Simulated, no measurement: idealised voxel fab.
Title: Process Module voxel air gaps
Cross-section cut: width 205 nm, square cells of 5 nm.
A cross-section in this document is a grid of square cells, and it is written down as bands, the top band listed before the ones below it; a band is made up of one or more rows of cells.
For a band, the entry starts with two heights in nm, that of the top and then that of the bottom, and carries on with the band's materials in order from left to right, each alongside its width in nm; the word "throughout" beside a single material means it fills the band edge to edge, and "empty" means empty space.
Beneath 0, the wafer as received is one material, and that level is where height counting begins. The lowest band goes on downward without a bottom; it is written like "0 -> down".
A width given as "30..40" starts at the first number in the band's top row and ends at the second number in its bottom row, shifting by an equal amount at every step from row to row.
Key: "nothing altered" - step with no changed cell in the cross-section.
"Closed void listing" contains a list of empty spaces, each no smaller than 8 cells and without an open way to the top, written in the form width x height at distance with the distance from the left edge and all three in nm.
The remark found on a step's line after its settings is issued by the simulator itself and pertains to that step.
If you see "overlay nm" on a step's line and that step has a mask, it's telling you how far right of where it was planned the mask ended up; a negative number means it went left instead.
THIS SECTION LISTS THE PROCESS STEPS THAT WERE PLANNED
1. RECEIVE [material Si]
2. CONFORMAL_DEP [material SiO2] [thk nm 15]
3. CONFORMAL_DEP [material SiN] [thk nm 5]
4. DIRECTIONAL_DEP [material lowk] [thk nm 40]
5. MASKED_ETCH [tone open] [mask id LINES] [width nm 25] [pitch nm 55] [etch materials lowk] [depth nm 40] [overlay nm 0]
6. CONFORMAL_DEP [material TiN] [thk nm 5]
7. FILL_DEP [material Ru] [thk nm 5]
8. CMP [height nm 60]
9. EPI [material Ru] [thk nm 10]
10. SELECTIVE_ETCH [etch materials lowk] [depth nm 50]
11. CONFORMAL_DEP [material SiCN] [thk nm 5]
THE FIRST OF THE TWO WAFERS, WHICH RAN AS PLANNED
SHOWN IN CROSS-SECTION IS THE WAFER AS RECEIVED, THAT IS, AS IT STANDS AFTER STEP 1
    0 -> down  Si throughout
    Closed void listing: none
CROSS-SECTION THROUGH THE WAFER, STEP 2 FINISHED
    15 -> 0  SiO2 throughout
    All layers under 0 are left as they were.
CROSS-SECTION THROUGH THE WAFER, STEP 3 FINISHED
    20 -> 15  SiN throughout
    All layers under 15 are left as they were.
CROSS-SECTION THROUGH THE WAFER, STEP 4 FINISHED
    60 -> 20  lowk throughout
    All layers under 20 are left as they were.
CROSS-SECTION THROUGH THE WAFER, STEP 5 FINISHED
    60 -> 20  lowk (35), empty (25), lowk (30), empty (25), lowk (30), empty (25), lowk (35)
    All layers under 20 are left as they were.
CROSS-SECTION THROUGH THE WAFER, STEP 6 FINISHED
    65 -> 60  TiN (40), empty (15), TiN (40), empty (15), TiN (40), empty (15), TiN (40)
    60 -> 25  lowk (35), TiN (5), empty (15), TiN (5), lowk (30), TiN (5), empty (15), TiN (5), lowk (30), TiN (5), empty (15), TiN (5), lowk (35)
    25 -> 20  lowk (35), TiN (25), lowk (30), TiN (25), lowk (30), TiN (25), lowk (35)
    All layers under 20 are left as they were.
CROSS-SECTION THROUGH THE WAFER, STEP 7 FINISHED
    70 -> 65  Ru throughout
    65 -> 60  TiN (40), Ru (15), TiN (40), Ru (15), TiN (40), Ru (15), TiN (40)
    60 -> 25  lowk (35), TiN (5), Ru (15), TiN (5), lowk (30), TiN (5), Ru (15), TiN (5), lowk (30), TiN (5), Ru (15), TiN (5), lowk (35)
    All layers under 25 are left as they were.
CROSS-SECTION THROUGH THE WAFER, STEP 8 FINISHED
    60 -> 25  lowk (35), TiN (5), Ru (15), TiN (5), lowk (30), TiN (5), Ru (15), TiN (5), lowk (30), TiN (5), Ru (15), TiN (5), lowk (35)
    All layers under 25 are left as they were.
CROSS-SECTION THROUGH THE WAFER, STEP 9 FINISHED
    70 -> 60  empty (25), Ru (45), empty (10), Ru (45), empty (10), Ru (45), empty (25)
    All layers under 60 are left as they were.
CROSS-SECTION THROUGH THE WAFER, STEP 10 FINISHED
    70 -> 60  empty (25), Ru (45), empty (10), Ru (45), empty (10), Ru (45), empty (25)
    60 -> 25  empty (35), TiN (5), Ru (15), TiN (5), empty (30), TiN (5), Ru (15), TiN (5), empty (30), TiN (5), Ru (15), TiN (5), empty (35)
    25 -> 20  empty (35), TiN (25), empty (30), TiN (25), empty (30), TiN (25), empty (35)
    All layers under 20 are left as they were.
CROSS-SECTION THROUGH THE WAFER, STEP 11 FINISHED
    75 -> 70  empty (20), SiCN (165), empty (20)
    70 -> 60  empty (20), SiCN (5), Ru (45), SiCN (10), Ru (45), SiCN (10), Ru (45), SiCN (5), empty (20)
    60 -> 55  empty (20), SiCN (15), TiN (5), Ru (15), TiN (5), SiCN (30), TiN (5), Ru (15), TiN (5), SiCN (30), TiN (5), Ru (15), TiN (5), SiCN (15), empty (20)
    55 -> 25  empty (30), SiCN (5), TiN (5), Ru (15), TiN (5), SiCN (5), empty (20), SiCN (5), TiN (5), Ru (15), TiN (5), SiCN (5), empty (20), SiCN (5), TiN (5), Ru (15), TiN (5), SiCN (5), empty (30)
    25 -> 20  SiCN (35), TiN (25), SiCN (30), TiN (25), SiCN (30), TiN (25), SiCN (35)
    All layers under 20 are left as they were.
    Closed void listing: 20 x 30 at 65; 20 x 30 at 120
REGARDING THE SECOND OF THE TWO WAFERS: IT SHARED THE FIRST WAFER'S STARTING CONDITION AND PROCESS PLAN, YET ONE ERROR OCCURRED DURING ITS EXECUTION. ITS HISTORY COINCIDES WITH THAT OF THE FIRST WAFER UP TO AND INCLUDING STEP 8
CROSS-SECTION OF THE SECOND WAFER AT THE TIME BY WHICH STEP 9 SHOULD HAVE BEEN COMPLETED ACCORDING TO THE PLAN
    60 -> 25  empty (35), TiN (5), Ru (15), TiN (5), empty (30), TiN (5), Ru (15), TiN (5), empty (30), TiN (5), Ru (15), TiN (5), empty (35)
    25 -> 20  empty (35), TiN (25), empty (30), TiN (25), empty (30), TiN (25), empty (35)
    All layers under 20 are left as they were.
CROSS-SECTION OF THE SECOND WAFER AT THE TIME BY WHICH STEP 10 SHOULD HAVE BEEN COMPLETED ACCORDING TO THE PLAN
    70 -> 60  empty (25), Ru (45), empty (10), Ru (45), empty (10), Ru (45), empty (25)
    60 -> 25  empty (25), Ru (10), TiN (5), Ru (15), TiN (5), Ru (10), empty (10), Ru (10), TiN (5), Ru (15), TiN (5), Ru (10), empty (10), Ru (10), TiN (5), Ru (15), TiN (5), Ru (10), empty (25)
    25 -> 20  empty (25), Ru (10), TiN (25), Ru (10), empty (10), Ru (10), TiN (25), Ru (10), empty (10), Ru (10), TiN (25), Ru (10), empty (25)
    All layers under 20 are left as they were.
CROSS-SECTION OF THE SECOND WAFER AT THE TIME BY WHICH STEP 11 SHOULD HAVE BEEN COMPLETED ACCORDING TO THE PLAN
    75 -> 70  empty (20), SiCN (165), empty (20)
    70 -> 60  empty (20), SiCN (5), Ru (45), SiCN (10), Ru (45), SiCN (10), Ru (45), SiCN (5), empty (20)
    60 -> 25  empty (20), SiCN (5), Ru (10), TiN (5), Ru (15), TiN (5), Ru (10), SiCN (10), Ru (10), TiN (5), Ru (15), TiN (5), Ru (10), SiCN (10), Ru (10), TiN (5), Ru (15), TiN (5), Ru (10), SiCN (5), empty (20)
    25 -> 20  SiCN (25), Ru (10), TiN (25), Ru (10), SiCN (10), Ru (10), TiN (25), Ru (10), SiCN (10), Ru (10), TiN (25), Ru (10), SiCN (25)
    All layers under 20 are left as they were.
What was the processing mistake? steps 9 and 10 swapped
Final tally in cells, some materials are higher or lower on the second wafer than on the first: +96 Ru | -24 SiCN
By the end, 2 closed voids are present in the first wafer and 0 in the second.
